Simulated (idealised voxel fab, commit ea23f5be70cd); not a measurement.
A process module follows: voxel ribs on slabs.
The cross-section shown here is cut; it is 220 nm wide and divided into square cells measuring 5 nm on a side.
Square cells in a grid make up a cross-section in this document, and the grid is given as bands, listed from the top down, each one or more rows of cells.
Band entry format. Leading values: height of top, height of bottom, nm. Remainder: materials in left-to-right order, each with its width in nm. Special words: "everywhere" on a single material, which then fills the band edge to edge; "blank", empty space.
We count height from 0. Below that, the starting wafer is all one material. The lowest band never ends at the bottom but goes on down; see "0 -> down" for how that is written.
A two-number width, for instance "30..40", indicates that the width is equal to the first number in the top row of the band and to the second number in the bottom row, and that it changes by a constant amount per row of cells.
Step marked "nothing changed"? Then no cell in the cross-section changed in it.
Look at "Sealed void listing" for the closed voids: empty spaces with no open path to the top, sized 8 cells or up. Each is width x height at distance, distance from the left edge, all nm.
Whatever follows a step's settings on its line is a remark the simulator itself makes about that step.
When a step includes a mask, the "overlay nm" setting on its line states how far to the right of its planned place that mask lay, and negative values state how far to the left.

Steps planned for the process
1: RECEIVE (material Si)
2: DIRECTIONAL_DEP (material SiO2; thk nm 30)
3: DIRECTIONAL_DEP (material polySi; thk nm 15)
4: PATTERN (tone cover; mask id RIB; material resist; width nm 20; thk nm 15; overlay nm 0)
5: DIRECTIONAL_ETCH (etch materials polySi; depth nm 10)
6: STRIP (etch materials resist)
7: MASKED_ETCH (tone cover; mask id SLAB; width nm 70; etch materials polySi; depth nm 5; overlay nm 0)
8: FILL_DEP (material SiO2; thk nm 15)
9: CMP (height nm 55)
10: DIRECTIONAL_DEP (material TiN; thk nm 5)
11: DIRECTIONAL_DEP (material aC; thk nm 15)
12: PATTERN (tone cover; mask id HEATER; material resist; width nm 30; thk nm 35; overlay nm 0)
13: DIRECTIONAL_ETCH (etch materials aC; depth nm 15)
14: STRIP (etch materials resist)
15: DIRECTIONAL_ETCH (etch materials TiN; depth nm 5)
16: STRIP (etch materials aC)
17: CONFORMAL_DEP (material SiO2; thk nm 5)

Shown in cross-section is the wafer as received, that is, as it stands after step 1
    0 -> down  Si everywhere
    Sealed void listing: none

Run as planned - first of the two wafers cross-sectioned at the end of the module
    65 -> 60  blank (90); SiO2 (40); blank (90)
    60 -> 55  SiO2 (95); TiN (30); SiO2 (95)
    55 -> 45  SiO2 everywhere
    45 -> 35  SiO2 (100); polySi (20); SiO2 (100)
    35 -> 30  SiO2 (75); polySi (70); SiO2 (75)
    30 -> 0  SiO2 everywhere
    0 -> down  Si everywhere
    Sealed void listing: none

Cross-section at end of module for the second wafer of two, which matched the first in starting point and plan and differed by one mistake in its processing
    65 -> 60  blank (90); SiO2 (40); blank (90)
    60 -> 55  SiO2 (95); TiN (30); SiO2 (95)
    55 -> 45  SiO2 everywhere
    45 -> 35  SiO2 (110); polySi (20); SiO2 (90)
    35 -> 30  SiO2 (75); polySi (70); SiO2 (75)
    30 -> 0  SiO2 everywhere
    0 -> down  Si everywhere
    Sealed void listing: none
Which mistake was made when the wafer was run? step 4 did not happen as planned, as run it was PATTERN (tone cover; mask id RIB; material resist; width nm 20; thk nm 15; overlay nm 10)
By the end, you'd get the same cell count for each material on either wafer, but the second wafer puts them somewhere else.
